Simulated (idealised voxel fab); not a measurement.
process module | voxel ribs on slabs
cross-section cut | 260 nm wide | cells 5 nm
A cross-section is a grid of square cells, given in bands from the top down. A band is one or more rows of cells.
Each band's line starts with the height of the band's top and of its bottom, in nm. Then come its materials from left to right, each with its width in nm. One material with "throughout" fills the band from edge to edge. "air" is empty space.
Height 0 is the level under which the wafer as received is all one material. The lowest band goes on downwards, as in "0 down".
A width such as "30 to 40" changes by the same amount from each row of cells to the next, from the band's top row to its bottom row.
"no change" after a step means that no cell of the cross-section changed.
closed voids: empty space of 8 cells or more with no open way to the top, each as width x height at its distance from the left edge, in nm
after a step's settings: what the simulator itself notes on the step
overlay nm, on a step with a mask: how far to the right of its planned place the mask lay; to the left if negative
plan
1 op RECEIVE | material Si
2 op DIRECTIONAL_DEP | material SiO2 | thk nm 30
3 op DIRECTIONAL_DEP | material SiN | thk nm 15
4 op PATTERN | tone cover | mask id RIB | material resist | width nm 25 | thk nm 15 | overlay nm 0
5 op DIRECTIONAL_ETCH | etch materials SiN | depth nm 5
6 op STRIP | etch materials resist
7 op MASKED_ETCH | tone cover | mask id SLAB | width nm 55 | etch materials SiN | depth nm 10 | overlay nm 0
8 op FILL_DEP | material SiO2 | thk nm 25
9 op CMP | height nm 65
10 op DIRECTIONAL_DEP | material TiN | thk nm 5
11 op MASKED_ETCH | tone cover | mask id HEATER | width nm 35 | etch materials TiN | depth nm 5 | overlay nm 0
12 op CONFORMAL_DEP | material SiO2 | thk nm 5
first wafer, as planned
as received, after step 1
  0 down: Si throughout
  closed voids: none
after step 2
  30 to 0: SiO2 throughout
  below 0: unchanged
after step 3
  45 to 30: SiN throughout
  below 30: unchanged
after step 4
  60 to 45: air 115 | resist 25 | air 120
  below 45: unchanged
after step 5
  60 to 45: air 115 | resist 25 | air 120
  45 to 40: air 115 | SiN 25 | air 120
  below 40: unchanged
after step 6
  45 to 40: air 115 | SiN 25 | air 120
  below 40: unchanged
after step 7
  45 to 40: air 115 | SiN 25 | air 120
  40 to 30: air 100 | SiN 55 | air 105
  below 30: unchanged
after step 8
  70 to 45: SiO2 throughout
  45 to 40: SiO2 115 | SiN 25 | SiO2 120
  40 to 30: SiO2 100 | SiN 55 | SiO2 105
  below 30: unchanged
after step 9
  65 to 45: SiO2 throughout
  below 45: unchanged
after step 10
  70 to 65: TiN throughout
  below 65: unchanged
after step 11
  70 to 65: air 110 | TiN 35 | air 115
  below 65: unchanged
after step 12
  75 to 70: air 105 | SiO2 45 | air 110
  70 to 65: SiO2 110 | TiN 35 | SiO2 115
  below 65: unchanged
second wafer: like start, like plan, one mistake. Through step 10 it matches the first wafer
when step 11 should have ended
  70 to 65: air 115 | TiN 25 | air 120
  below 65: unchanged
when step 12 should have ended
  75 to 70: air 110 | SiO2 35 | air 115
  70 to 65: SiO2 115 | TiN 25 | SiO2 120
  below 65: unchanged
what went wrong: step 11 ran as: op MASKED_ETCH | tone cover | mask id HEATER | width nm 25 | etch materials TiN | depth nm 5 | overlay nm 0
at the end the second wafer has, in cells: 2 fewer of TiN
